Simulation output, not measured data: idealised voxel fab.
process module | voxel transistor to metal
cross-section cut | 145 nm wide | cells 5 nm
A cross-section is a grid of square cells, given in bands from the top down. A band is one or more rows of cells.
Each band's line starts with the height of the band's top and of its bottom, in nm. Then come its materials from left to right, each with its width in nm. One material with "throughout" fills the band from edge to edge. "air" is empty space.
Height 0 is the level under which the wafer as received is all one material. The lowest band goes on downwards, as in "0 down".
A width such as "30 to 40" changes by the same amount from each row of cells to the next, from the band's top row to its bottom row.
"no change" after a step means that no cell of the cross-section changed.
closed voids: empty space of 8 cells or more with no open way to the top, each as width x height at its distance from the left edge, in nm
after a step's settings: what the simulator itself notes on the step
overlay nm, on a step with a mask: how far to the right of its planned place the mask lay; to the left if negative
plan
1 op RECEIVE | material Si
2 op OXIDIZE | depth nm 5
3 op CONFORMAL_DEP | material SiN | thk nm 10
4 op PATTERN | tone cover | mask id ACTIVE | material resist | width nm 85 | thk nm 15 | overlay nm 0
5 op DIRECTIONAL_ETCH | etch materials SiN | depth nm 10
6 op DIRECTIONAL_ETCH | etch materials SiO2 | depth nm 5
7 op DIRECTIONAL_ETCH | etch materials Si | depth nm 25
8 op STRIP | etch materials resist
9 op FILL_DEP | material SiO2 | thk nm 5
10 op CMP | height nm 10
11 op SELECTIVE_ETCH | etch materials SiO2 | depth nm 5
12 op STRIP | etch materials SiN
13 op SELECTIVE_ETCH | etch materials SiO2 | depth nm 5
14 op OXIDIZE | depth nm 5
15 op DIRECTIONAL_DEP | material polySi | thk nm 25
16 op DIRECTIONAL_DEP | material SiCN | thk nm 15
17 op MASKED_ETCH | tone cover | mask id GATE | width nm 15 | etch materials SiCN | depth nm 25 | overlay nm 0
18 op MASKED_ETCH | tone cover | mask id GATE | width nm 15 | etch materials polySi | depth nm 35 | overlay nm 0
19 op CONFORMAL_DEP | material SiO2 | thk nm 5
20 op DIRECTIONAL_ETCH | etch materials SiO2 | depth nm 5
21 op CONFORMAL_DEP | material SiN | thk nm 10
22 op DIRECTIONAL_ETCH | etch materials SiN | depth nm 10
23 op DIRECTIONAL_ETCH | etch materials SiO2 | depth nm 5
24 op DIRECTIONAL_ETCH | etch materials Si | depth nm 5
25 op EPI | material SiGe | thk nm 5
26 op FILL_DEP | material SiO2 | thk nm 10
27 op CMP | height nm 35
28 op DIRECTIONAL_DEP | material SiO2 | thk nm 15
29 op PATTERN | tone open | mask id CONTACT | material resist | width nm 25 | pitch nm 50 | thk nm 15 | overlay nm 0
30 op DIRECTIONAL_ETCH | etch materials SiO2 | depth nm 55
31 op STRIP | etch materials resist
32 op CONFORMAL_DEP | material TiN | thk nm 5
33 op FILL_DEP | material W | thk nm 5
34 op CMP | height nm 50
35 op DIRECTIONAL_DEP | material TiN | thk nm 5
36 op DIRECTIONAL_DEP | material W | thk nm 25
37 op MASKED_ETCH | tone cover | mask id METAL_1 | width nm 15 | pitch nm 60 | etch materials W | depth nm 25 | overlay nm 0
38 op MASKED_ETCH | tone cover | mask id METAL_1 | width nm 15 | pitch nm 60 | etch materials TiN | depth nm 5 | overlay nm 0
39 op CONFORMAL_DEP | material SiCN | thk nm 5
40 op FILL_DEP | material SiO2 | thk nm 10
41 op CMP | height nm 80
42 op CONFORMAL_DEP | material SiCN | thk nm 5
as received, after step 1
  0 down: Si throughout
  closed voids: none
a wafer at the end: this start, this plan, one mistake
  85 to 80: SiCN throughout
  80 to 55: SiO2 30 | SiCN 5 | W 15 | SiCN 5 | SiO2 35 | SiCN 5 | W 15 | SiCN 5 | SiO2 30
  55 to 50: SiCN 35 | TiN 15 | SiCN 45 | TiN 15 | SiCN 35
  50 to 40: SiO2 35 | TiN 5 | W 15 | TiN 5 | SiO2 25 | TiN 5 | W 15 | TiN 5 | SiO2 35
  40 to 35: SiO2 35 | TiN 5 | W 5 | TiN 15 | SiO2 25 | TiN 15 | W 5 | TiN 5 | SiO2 35
  35 to 20: SiO2 35 | TiN 5 | W 5 | TiN 5 | SiN 10 | SiO2 5 | SiCN 15 | SiO2 5 | SiN 10 | TiN 5 | W 5 | TiN 5 | SiO2 35
  20 to 5: SiO2 35 | TiN 5 | W 5 | TiN 5 | SiN 10 | SiO2 5 | polySi 15 | SiO2 5 | SiN 10 | TiN 5 | W 5 | TiN 5 | SiO2 35
  5 to 0: SiO2 35 | TiN 15 | SiN 10 | SiO2 5 | polySi 15 | SiO2 5 | SiN 10 | TiN 5 | W 5 | TiN 5 | SiO2 35
  0 to -5: SiO2 35 | TiN 5 | SiN 20 | SiO2 5 | polySi 15 | SiO2 5 | SiN 10 | TiN 15 | SiO2 5 | SiN 10 | SiO2 20
  -5 to -10: SiO2 95 | SiGe 5 | SiO2 10 | SiGe 5 | SiO2 30
  -10 to -15: SiO2 40 | Si 55 | SiGe 20 | Si 10 | SiO2 20
  -15 to -30: SiO2 40 | Si 85 | SiO2 20
  -30 down: Si throughout
  closed voids: none
what went wrong: step 4 ran as: op PATTERN | tone cover | mask id ACTIVE | material resist | width nm 85 | thk nm 15 | overlay nm 10
